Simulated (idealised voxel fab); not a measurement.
This section sets out a process module, namely voxel quadruple lines.
Shown is cross-section cut, with a width of 215 nm and square cells of size 5 nm.
Throughout this document, each cross-section is represented as a grid of square cells and is presented as a sequence of bands enumerated from the top downward, where a band comprises one or more rows of cells. Within each band entry, the heights of the top and of the bottom of the band appear first, in that order and in nm; the materials of the band then follow from left to right, each with its corresponding width in nm. The designation "full width" on a single material indicates that it fills the band from edge to edge; the designation "empty" indicates empty space. It should be noted that heights are counted from 0, beneath which the wafer as supplied is of one material throughout, and that the lowest band possesses no lower boundary but continues downward, as written in "from 0 down". Width spec "30->40" -> top row of cells at first value, bottom row at second value, equal per-row change in between. You'll sometimes find "no change occurred" written for a step, and that's the way of saying that nowhere in the cross-section did a cell change during that step. "Enclosed void entries" enumerates empty spaces isolated from the top, with no open way to it, that contain at least 8 cells, giving each as width x height at distance from the left edge, all three in nm. If you see something after the settings on a step's line, that's the simulator's own remark about that step. When a step includes a mask, the "overlay nm" setting on its line states how far to the right of its planned place that mask lay, and negative values state how far to the left.

-- Set out below are the planned steps of the process
| 1 | RECEIVE [material Si] |
| 2 | CONFORMAL_DEP [material Al2O3] [thk nm 5] |
| 3 | DIRECTIONAL_DEP [material TiN] [thk nm 10] |
| 4 | DIRECTIONAL_DEP [material polySi] [thk nm 15] |
| 5 | DIRECTIONAL_DEP [material aC] [thk nm 20] |
| 6 | PATTERN [tone cover] [mask id MANDREL] [material resist] [width nm 35] [pitch nm 100] [thk nm 25] [overlay nm 0] |
| 7 | DIRECTIONAL_ETCH [etch materials aC] [depth nm 20] |
| 8 | STRIP [etch materials resist] |
| 9 | CONFORMAL_DEP [material SiO2] [thk nm 15] |
| 10 | DIRECTIONAL_ETCH [etch materials SiO2] [depth nm 15] |
| 11 | STRIP [etch materials aC] |
| 12 | DIRECTIONAL_ETCH [etch materials polySi] [depth nm 15] |
| 13 | STRIP [etch materials SiO2] |
| 14 | CONFORMAL_DEP [material SiCN] [thk nm 10] |
| 15 | DIRECTIONAL_ETCH [etch materials SiCN] [depth nm 10] |
| 16 | STRIP [etch materials polySi] |
| 17 | DIRECTIONAL_ETCH [etch materials TiN] [depth nm 10] |
| 18 | STRIP [etch materials SiCN] |
| 19 | FILL_DEP [material lowk] [thk nm 10] |
| 20 | CMP [height nm 15] |

-- This is the cross-section of the wafer as we received it, i.e. after step 1
  from 0 down | Si full width
  Enclosed void entries: none

-- Run as planned - first of the two wafers cross-sectioned at the end of the module
  from 15 to 5 | lowk: 15  TiN: 10  lowk: 15  TiN: 10  lowk: 15  TiN: 10  lowk: 15  TiN: 10  lowk: 15  TiN: 10  lowk: 15  TiN: 10  lowk: 15  TiN: 10  lowk: 15  TiN: 10  lowk: 15
  from 5 to 0 | Al2O3 full width
  from 0 down | Si full width
  Enclosed void entries: none

-- End-of-module cross-section of the second wafer: identical starting point and process plan to the first, with one processing mistake
  from 15 to 5 | lowk: 20  TiN: 10  lowk: 15  TiN: 10  lowk: 10  TiN: 10  lowk: 15  TiN: 10  lowk: 20  TiN: 10  lowk: 15  TiN: 10  lowk: 10  TiN: 10  lowk: 15  TiN: 10  lowk: 15
  from 5 to 0 | Al2O3 full width
  from 0 down | Si full width
  Enclosed void entries: none
Nonconformance to the process plan: rather than as planned, step 6 actually ran as PATTERN [tone cover] [mask id MANDREL] [material resist] [width nm 30] [pitch nm 100] [thk nm 25] [overlay nm 0]
at the end the second wafer has, in cells: as many of each material as the first, in other places
